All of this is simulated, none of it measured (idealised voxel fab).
The following process module bears the name voxel capacitor over wiring.
Shown is cross-section cut, with a width of 220 nm and square cells of size 5 nm.
Think of the cross-section as a grid of square cells. We describe it in bands, top to bottom, and each band covers one or more rows of those cells.
Heads up on the band format: heights come first, top then bottom, in nm. After that it's the materials left to right, each with its width in nm. A single material flagged "edge to edge" fills the whole band edge to edge, and "blank" means there's empty space there.
It should be noted that heights are counted from 0, beneath which the wafer as supplied is of one material throughout, and that the lowest band possesses no lower boundary but continues downward, as written in "0 -> down".
A width such as "30->40" changes by the same amount from each row of cells to the next, from the band's top row to its bottom row.
"same as before" means the step left every cell of the cross-section as it was.
"Fully closed voids" lists enclosed empty spaces (at least 8 cells, no open path upward to the top), each as width x height at distance from the left edge, in nm.
Note: text after step settings on the step line = simulator remark on that step.
When a step includes a mask, the "overlay nm" setting on its line states how far to the right of its planned place that mask lay, and negative values state how far to the left.
### So here's the lineup of process steps we planned
1 RECEIVE with material Si
2 CONFORMAL_DEP with material SiO2, thk nm 10
3 CONFORMAL_DEP with material SiCN, thk nm 5
4 DIRECTIONAL_DEP with material lowk, thk nm 20
5 DIRECTIONAL_DEP with material aC, thk nm 15
6 PATTERN with tone open, mask id METAL_1, material resist, width nm 30, pitch nm 90, thk nm 30, overlay nm 0
7 DIRECTIONAL_ETCH with etch materials aC, depth nm 15
8 STRIP with etch materials resist
9 DIRECTIONAL_ETCH with etch materials lowk, depth nm 20
10 DIRECTIONAL_ETCH with etch materials SiCN, depth nm 5
11 STRIP with etch materials aC
12 CONFORMAL_DEP with material TiN, thk nm 5
13 FILL_DEP with material Cu, thk nm 10
14 CMP with height nm 35
15 CONFORMAL_DEP with material SiCN, thk nm 5
16 DIRECTIONAL_DEP with material lowk, thk nm 10
17 PATTERN with tone open, mask id PLUG_1, material resist, width nm 15, thk nm 15, overlay nm 0
18 DIRECTIONAL_ETCH with etch materials lowk, depth nm 10
19 DIRECTIONAL_ETCH with etch materials SiCN, depth nm 5
20 STRIP with etch materials resist
21 CONFORMAL_DEP with material TiN, thk nm 5
22 FILL_DEP with material Ru, thk nm 5
23 CMP with height nm 50
24 DIRECTIONAL_DEP with material TiN, thk nm 10
25 DIRECTIONAL_DEP with material SiN, thk nm 5
26 DIRECTIONAL_DEP with material TiN, thk nm 5
27 DIRECTIONAL_DEP with material aC, thk nm 15
28 PATTERN with tone cover, mask id UPPER_PLATE, material resist, width nm 65, thk nm 35, overlay nm 0
29 DIRECTIONAL_ETCH with etch materials aC, depth nm 15
30 STRIP with etch materials resist
31 DIRECTIONAL_ETCH with etch materials TiN, depth nm 10
32 DIRECTIONAL_ETCH with etch materials SiN, depth nm 5
33 STRIP with etch materials aC
34 PATTERN with tone cover, mask id LOWER_PLATE, material resist, width nm 75, thk nm 20, overlay nm 0
35 DIRECTIONAL_ETCH with etch materials TiN, depth nm 10
36 STRIP with etch materials resist
37 FILL_DEP with material SiO2, thk nm 15
38 CMP with height nm 85
39 DIRECTIONAL_DEP with material aC, thk nm 15
40 PATTERN with tone open, mask id PLUG_2, material resist, width nm 15, thk nm 30, overlay nm 0
41 DIRECTIONAL_ETCH with etch materials aC, depth nm 15
42 STRIP with etch materials resist
43 DIRECTIONAL_ETCH with etch materials SiO2, depth nm 10
44 STRIP with etch materials aC
45 CONFORMAL_DEP with material TiN, thk nm 5
46 FILL_DEP with material Ru, thk nm 10
47 CMP with height nm 85
48 CONFORMAL_DEP with material SiN, thk nm 5
For clarity, it should be stated that the wafers under discussion commence in an identical condition and differ with respect to the thk nm of step 26, the plan indicating the value that the first wafer had.
### Cross-section of the first incoming wafer of several, state after step 1
- 0 -> down | Si edge to edge
- Fully closed voids: none
### Module end state after final step 48: cross-section of the first of several wafers
- 90 -> 85 | SiN edge to edge
- 85 -> 80 | SiO2 75 nm, TiN 5 nm, Ru 5 nm, TiN 5 nm, SiO2 130 nm
- 80 -> 75 | SiO2 75 nm, TiN 15 nm, SiO2 130 nm
- 75 -> 70 | SiO2 edge to edge
- 70 -> 65 | SiO2 65 nm, TiN 65 nm, SiO2 90 nm
- 65 -> 60 | SiO2 65 nm, SiN 65 nm, SiO2 90 nm
- 60 -> 50 | SiO2 60 nm, TiN 75 nm, SiO2 85 nm
- 50 -> 40 | lowk 65 nm, TiN 5 nm, Ru 5 nm, TiN 5 nm, lowk 140 nm
- 40 -> 35 | SiCN 65 nm, TiN 15 nm, SiCN 140 nm
- 35 -> 15 | lowk 50 nm, TiN 5 nm, Cu 20 nm, TiN 5 nm, lowk 60 nm, TiN 5 nm, Cu 20 nm, TiN 5 nm, lowk 50 nm
- 15 -> 10 | SiCN 50 nm, TiN 30 nm, SiCN 60 nm, TiN 30 nm, SiCN 50 nm
- 10 -> 0 | SiO2 edge to edge
- 0 -> down | Si edge to edge
- Fully closed voids: none
### End of module, last wafer sectioned
- 90 -> 85 | SiN edge to edge
- 85 -> 80 | SiO2 65 nm, TiN 65 nm, SiO2 90 nm
- 80 -> 70 | SiO2 60 nm, TiN 75 nm, SiO2 85 nm
- 70 -> 65 | TiN edge to edge
- 65 -> 60 | SiN edge to edge
- 60 -> 50 | TiN edge to edge
- 50 -> 40 | lowk 65 nm, TiN 5 nm, Ru 5 nm, TiN 5 nm, lowk 140 nm
- 40 -> 35 | SiCN 65 nm, TiN 15 nm, SiCN 140 nm
- 35 -> 15 | lowk 50 nm, TiN 5 nm, Cu 20 nm, TiN 5 nm, lowk 60 nm, TiN 5 nm, Cu 20 nm, TiN 5 nm, lowk 50 nm
- 15 -> 10 | SiCN 50 nm, TiN 30 nm, SiCN 60 nm, TiN 30 nm, SiCN 50 nm
- 10 -> 0 | SiO2 edge to edge
- 0 -> down | Si edge to edge
- Fully closed voids: none
### End of module, by wafer: material-by-material cell gain (+) or loss (-) since receipt, then closed voids
thk nm 5; +32 Cu; +3 Ru; +73 SiCN; +57 SiN; +334 SiO2; +83 TiN; +210 lowk; Fully closed voids: none
thk nm 10; +32 Cu; +3 Ru; +73 SiCN; +57 SiN; +321 SiO2; +96 TiN; +210 lowk; Fully closed voids: none
thk nm 15; +32 Cu; +2 Ru; +73 SiCN; +88 SiN; +220 SiO2; +167 TiN; +210 lowk; Fully closed voids: none
thk nm 20; +32 Cu; +2 Ru; +73 SiCN; +88 SiN; +208 SiO2; +179 TiN; +210 lowk; Fully closed voids: none
thk nm 25; +32 Cu; +2 Ru; +73 SiCN; +88 SiN; +177 SiO2; +210 TiN; +210 lowk; Fully closed voids: none
